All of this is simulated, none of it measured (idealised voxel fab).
process module | voxel spacer lines
cross-section cut | 210 nm wide | cells 5 nm
A cross-section is a grid of square cells, given in bands from the top down. A band is one or more rows of cells.
Each band's line starts with the height of the band's top and of its bottom, in nm. Then come its materials from left to right, each with its width in nm. One material with "throughout" fills the band from edge to edge. "air" is empty space.
Height 0 is the level under which the wafer as received is all one material. The lowest band goes on downwards, as in "0 down".
A width such as "30 to 40" changes by the same amount from each row of cells to the next, from the band's top row to its bottom row.
"no change" after a step means that no cell of the cross-section changed.
closed voids: empty space of 8 cells or more with no open way to the top, each as width x height at its distance from the left edge, in nm
after a step's settings: what the simulator itself notes on the step
overlay nm, on a step with a mask: how far to the right of its planned place the mask lay; to the left if negative
plan
1 op RECEIVE | material Si
2 op CONFORMAL_DEP | material Al2O3 | thk nm 10
3 op DIRECTIONAL_DEP | material TiN | thk nm 10
4 op DIRECTIONAL_DEP | material polySi | thk nm 30
5 op PATTERN | tone cover | mask id MANDREL | material resist | width nm 15 | pitch nm 50 | thk nm 40 | overlay nm 0
6 op DIRECTIONAL_ETCH | etch materials polySi | depth nm 30
7 op STRIP | etch materials resist
8 op CONFORMAL_DEP | material SiO2 | thk nm 10
9 op DIRECTIONAL_ETCH | etch materials SiO2 | depth nm 10
10 op STRIP | etch materials polySi
11 op DIRECTIONAL_ETCH | etch materials TiN | depth nm 10
12 op STRIP | etch materials SiO2
first wafer, as planned
as received, after step 1
  0 down: Si throughout
  closed voids: none
after step 2
  10 to 0: Al2O3 throughout
  below 0: unchanged
after step 3
  20 to 10: TiN throughout
  below 10: unchanged
after step 4
  50 to 20: polySi throughout
  below 20: unchanged
after step 5
  90 to 50: air 45 | resist 15 | air 35 | resist 15 | air 35 | resist 15 | air 50
  below 50: unchanged
after step 6
  90 to 50: air 45 | resist 15 | air 35 | resist 15 | air 35 | resist 15 | air 50
  50 to 20: air 45 | polySi 15 | air 35 | polySi 15 | air 35 | polySi 15 | air 50
  below 20: unchanged
after step 7
  50 to 20: air 45 | polySi 15 | air 35 | polySi 15 | air 35 | polySi 15 | air 50
  below 20: unchanged
after step 8
  60 to 50: air 35 | SiO2 35 | air 15 | SiO2 35 | air 15 | SiO2 35 | air 40
  50 to 30: air 35 | SiO2 10 | polySi 15 | SiO2 10 | air 15 | SiO2 10 | polySi 15 | SiO2 10 | air 15 | SiO2 10 | polySi 15 | SiO2 10 | air 40
  30 to 20: SiO2 45 | polySi 15 | SiO2 35 | polySi 15 | SiO2 35 | polySi 15 | SiO2 50
  below 20: unchanged
after step 9
  50 to 20: air 35 | SiO2 10 | polySi 15 | SiO2 10 | air 15 | SiO2 10 | polySi 15 | SiO2 10 | air 15 | SiO2 10 | polySi 15 | SiO2 10 | air 40
  below 20: unchanged
after step 10
  50 to 20: air 35 | SiO2 10 | air 15 | SiO2 10 | air 15 | SiO2 10 | air 15 | SiO2 10 | air 15 | SiO2 10 | air 15 | SiO2 10 | air 40
  below 20: unchanged
after step 11
  50 to 20: air 35 | SiO2 10 | air 15 | SiO2 10 | air 15 | SiO2 10 | air 15 | SiO2 10 | air 15 | SiO2 10 | air 15 | SiO2 10 | air 40
  20 to 10: air 35 | TiN 10 | air 15 | TiN 10 | air 15 | TiN 10 | air 15 | TiN 10 | air 15 | TiN 10 | air 15 | TiN 10 | air 40
  below 10: unchanged
after step 12
  20 to 10: air 35 | TiN 10 | air 15 | TiN 10 | air 15 | TiN 10 | air 15 | TiN 10 | air 15 | TiN 10 | air 15 | TiN 10 | air 40
  below 10: unchanged
second wafer: like start, like plan, one mistake. Through step 8 it matches the first wafer
when step 9 should have ended
  50 to 40: air 45 | polySi 15 | air 35 | polySi 15 | air 35 | polySi 15 | air 50
  40 to 20: air 35 | SiO2 10 | polySi 15 | SiO2 10 | air 15 | SiO2 10 | polySi 15 | SiO2 10 | air 15 | SiO2 10 | polySi 15 | SiO2 10 | air 40
  below 20: unchanged
when step 10 should have ended
  40 to 20: air 35 | SiO2 10 | air 15 | SiO2 10 | air 15 | SiO2 10 | air 15 | SiO2 10 | air 15 | SiO2 10 | air 15 | SiO2 10 | air 40
  below 20: unchanged
when step 11 should have ended
  40 to 20: air 35 | SiO2 10 | air 15 | SiO2 10 | air 15 | SiO2 10 | air 15 | SiO2 10 | air 15 | SiO2 10 | air 15 | SiO2 10 | air 40
  20 to 10: air 35 | TiN 10 | air 15 | TiN 10 | air 15 | TiN 10 | air 15 | TiN 10 | air 15 | TiN 10 | air 15 | TiN 10 | air 40
  below 10: unchanged
when step 12 should have ended
  20 to 10: air 35 | TiN 10 | air 15 | TiN 10 | air 15 | TiN 10 | air 15 | TiN 10 | air 15 | TiN 10 | air 15 | TiN 10 | air 40
  below 10: unchanged
what went wrong: step 9 was run twice
at the end the two cross-sections are the same: no effect in what this model computes
